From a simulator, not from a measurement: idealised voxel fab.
process module | voxel released beams
cross-section cut | 285 nm wide | cells 5 nm
A cross-section is a grid of square cells, given in bands from the top down. A band is one or more rows of cells.
Each band's line starts with the height of the band's top and of its bottom, in nm. Then come its materials from left to right, each with its width in nm. One material with "throughout" fills the band from edge to edge. "air" is empty space.
Height 0 is the level under which the wafer as received is all one material. The lowest band goes on downwards, as in "0 down".
A width such as "30 to 40" changes by the same amount from each row of cells to the next, from the band's top row to its bottom row.
"no change" after a step means that no cell of the cross-section changed.
closed voids: empty space of 8 cells or more with no open way to the top, each as width x height at its distance from the left edge, in nm
after a step's settings: what the simulator itself notes on the step
overlay nm, on a step with a mask: how far to the right of its planned place the mask lay; to the left if negative
plan
1 op RECEIVE | material Si
2 op CONFORMAL_DEP | material Al2O3 | thk nm 5
3 op DIRECTIONAL_DEP | material SiO2 | thk nm 20
4 op PATTERN | tone open | mask id ANCHOR | material resist | width nm 35 | thk nm 20 | overlay nm 0
5 op DIRECTIONAL_ETCH | etch materials SiO2 | depth nm 20
6 op STRIP | etch materials resist
7 op CONFORMAL_DEP | material SiN | thk nm 15
8 op MASKED_ETCH | tone cover | mask id BEAM | width nm 85 | etch materials SiN | depth nm 5 | overlay nm 0
9 op STRIP | etch materials SiO2
varied across the wafers: depth nm of step 8. The plan shows the first wafer's value. All wafers start alike
first wafer as received, after step 1
  0 down: Si throughout
  closed voids: none
each wafer at the end: cells of each material gained (+) or lost (-) since it was received, then its closed voids
depth nm 5 | +57 Al2O3 | +155 SiN | +200 SiO2 | closed voids: none
depth nm 10 | +57 Al2O3 | +115 SiN | +200 SiO2 | closed voids: none
depth nm 15 | +57 Al2O3 | +75 SiN | closed voids: none
depth nm 20 | +57 Al2O3 | +75 SiN | closed voids: none
depth nm 25 | +57 Al2O3 | +75 SiN | closed voids: none
depth nm 30 | +57 Al2O3 | +75 SiN | closed voids: none
